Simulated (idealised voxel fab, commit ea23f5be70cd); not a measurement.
The name of this process module is voxel capacitor over wiring.
This is section cut - it's 270 nm across, gridded in 5 nm square cells.
Just so we're on the same page, the cross-sections are grids of square cells, and they're listed out in bands top to bottom, each band one or more rows deep. Each band's line starts with the height of the band's top and of its bottom, in nm. Then come its materials from left to right, each with its width in nm. One material with "everywhere" fills the band from edge to edge. "empty" is empty space. Below 0: as-received wafer, all one material; heights counted from there. Lowest band: no bottom, goes on down, written "top 0, no bottom". A width such as "30->40" changes by the same amount from each row of cells to the next, from the band's top row to its bottom row. Basically "nothing was modified" means that step didn't change any cell in the cross-section. Basically, "Enclosed cavities" tells you about the enclosed voids: empty spaces with no open way to the top, 8 cells or bigger, each written width x height at distance, where distance is from the left edge, all in nm. Note: text after step settings on the step line = simulator remark on that step. overlay nm: where the mask lay relative to plan, measured to the right, on steps with a mask; negatives go left.

### The planned process steps are enumerated hereunder
1) RECEIVE with material Si
2) CONFORMAL_DEP with material SiO2, thk nm 15
3) CONFORMAL_DEP with material SiCN, thk nm 5
4) DIRECTIONAL_DEP with material lowk, thk nm 25
5) MASKED_ETCH with tone open, mask id METAL_1, width nm 20, pitch nm 90, etch materials lowk, depth nm 25, overlay nm 0
6) MASKED_ETCH with tone open, mask id METAL_1, width nm 20, pitch nm 90, etch materials SiCN, depth nm 5, overlay nm 0
7) CONFORMAL_DEP with material TiN, thk nm 5
8) FILL_DEP with material W, thk nm 5
9) CMP with height nm 45
10) CONFORMAL_DEP with material SiCN, thk nm 5
11) DIRECTIONAL_DEP with material lowk, thk nm 20
12) MASKED_ETCH with tone open, mask id PLUG_1, width nm 15, etch materials lowk, depth nm 20, overlay nm 0
13) MASKED_ETCH with tone open, mask id PLUG_1, width nm 15, etch materials SiCN, depth nm 5, overlay nm 0
14) CONFORMAL_DEP with material TiN, thk nm 5
15) FILL_DEP with material Ru, thk nm 5
16) CMP with height nm 70
17) DIRECTIONAL_DEP with material TiN, thk nm 10
18) DIRECTIONAL_DEP with material HfO2, thk nm 5
19) DIRECTIONAL_DEP with material TiN, thk nm 10
20) MASKED_ETCH with tone cover, mask id UPPER_PLATE, width nm 75, etch materials TiN, depth nm 10, overlay nm 0
21) MASKED_ETCH with tone cover, mask id UPPER_PLATE, width nm 75, etch materials HfO2, depth nm 5, overlay nm 0
22) PATTERN with tone cover, mask id LOWER_PLATE, material resist, width nm 85, thk nm 15, overlay nm 0
23) DIRECTIONAL_ETCH with etch materials TiN, depth nm 10
24) STRIP with etch materials resist
25) FILL_DEP with material SiO2, thk nm 15
26) CMP with height nm 105
27) DIRECTIONAL_DEP with material aC, thk nm 10
28) PATTERN with tone open, mask id PLUG_2, material resist, width nm 15, thk nm 30, overlay nm 0
29) DIRECTIONAL_ETCH with etch materials aC, depth nm 10
30) STRIP with etch materials resist
31) DIRECTIONAL_ETCH with etch materials SiO2, depth nm 10
32) STRIP with etch materials aC
33) CONFORMAL_DEP with material TiN, thk nm 5
34) FILL_DEP with material Ru, thk nm 5
35) CMP with height nm 105
36) CONFORMAL_DEP with material SiN, thk nm 5

### Cross-sectional view of the wafer in its as-received condition, corresponding to the state after step 1
  top 0, no bottom = Si everywhere
  Enclosed cavities: none

### This is how the wafer looks in cross-section once the module is done, given the starting state and plan above and one mistake in carrying the plan out
  top 110, bottom 105 = SiN everywhere
  top 105, bottom 100 = 95 SiO2, then 5 TiN, then 5 Ru, then 5 TiN, then 160 SiO2
  top 100, bottom 95 = 95 SiO2, then 15 TiN, then 160 SiO2
  top 95, bottom 85 = 85 SiO2, then 75 TiN, then 110 SiO2
  top 85, bottom 80 = 85 SiO2, then 75 HfO2, then 110 SiO2
  top 80, bottom 70 = 80 SiO2, then 85 TiN, then 105 SiO2
  top 70, bottom 50 = 85 lowk, then 5 TiN, then 5 Ru, then 5 TiN, then 170 lowk
  top 50, bottom 45 = 85 SiCN, then 15 TiN, then 170 SiCN
  top 45, bottom 20 = 80 lowk, then 5 TiN, then 10 HfO2, then 5 TiN, then 70 lowk, then 5 TiN, then 10 HfO2, then 5 TiN, then 80 lowk
  top 20, bottom 15 = 80 SiCN, then 20 TiN, then 70 SiCN, then 20 TiN, then 80 SiCN
  top 15, bottom 0 = SiO2 everywhere
  top 0, no bottom = Si everywhere
  Enclosed cavities: none
Finding, execution versus plan: step 8 changed vs plan, executed as FILL_DEP with material HfO2, thk nm 5
